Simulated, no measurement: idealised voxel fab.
Process module heading - voxel local oxidation
For reference, the cross-section in this document is cut, with width 210 nm and square cells of 5 nm.
The cross-sections in this document take the form of a grid made of square cells. They are written out as bands, in order from top to bottom. Each band consists of one or more rows of cells.
First you get the band's top height and its bottom height, in nm, and then the materials it's made of, left to right, with each width in nm. If you see a single material with "edge to edge", that one covers the band edge to edge. "blank" is empty space.
Height reference: 0 = level under which incoming wafer is all one material. Lowest band: no bottom, runs on downward, e.g. "0 down".
It should be noted that a width expressed as "30..40" varies in equal increments from row to row of cells within the band, taking the value of the first number at the top row and that of the second number at the bottom row.
The designation "remained unchanged", where it is given for a processing step, indicates that no cell of the cross-section was altered in the course of that step.
Closed empty spaces (no open way to the top) of 8 cells or more are what "Voids, enclosed" lists, each as width x height at distance from the left edge, nm for all three.
Read whatever lies past the settings on a step's line as the simulator's own remark about the step.
The "overlay nm" setting may appear on a step's line; for a step that uses a mask, it gives how far to the right of its planned position the mask lay, and a negative value indicates the left.
Listed below are the process steps as planned
step 1: RECEIVE, material Si
step 2: OXIDIZE, depth nm 5
step 3: CONFORMAL_DEP, material SiN, thk nm 15
step 4: MASKED_ETCH, tone cover, mask id ACTIVE, width nm 95, etch materials SiN, depth nm 15, overlay nm 0
step 5: SELECTIVE_ETCH, etch materials SiO2, depth nm 5
step 6: OXIDIZE, depth nm 15
step 7: STRIP, etch materials SiN
Cross-section of the incoming wafer, state after step 1
  0 down | Si edge to edge
  Voids, enclosed: none
End state of the module in cross-section, given the above starting point and plan and one mistake in execution
  0 to -5 | SiO2: 50  blank: 105  SiO2: 55
  -5 to -20 | Si: 35  SiO2: 135  Si: 40
  -20 down | Si edge to edge
  Voids, enclosed: none
Want to know what went wrong? step 4 was not run as planned; what actually ran was MASKED_ETCH, tone open, mask id ACTIVE, width nm 95, etch materials SiN, depth nm 15, overlay nm 0
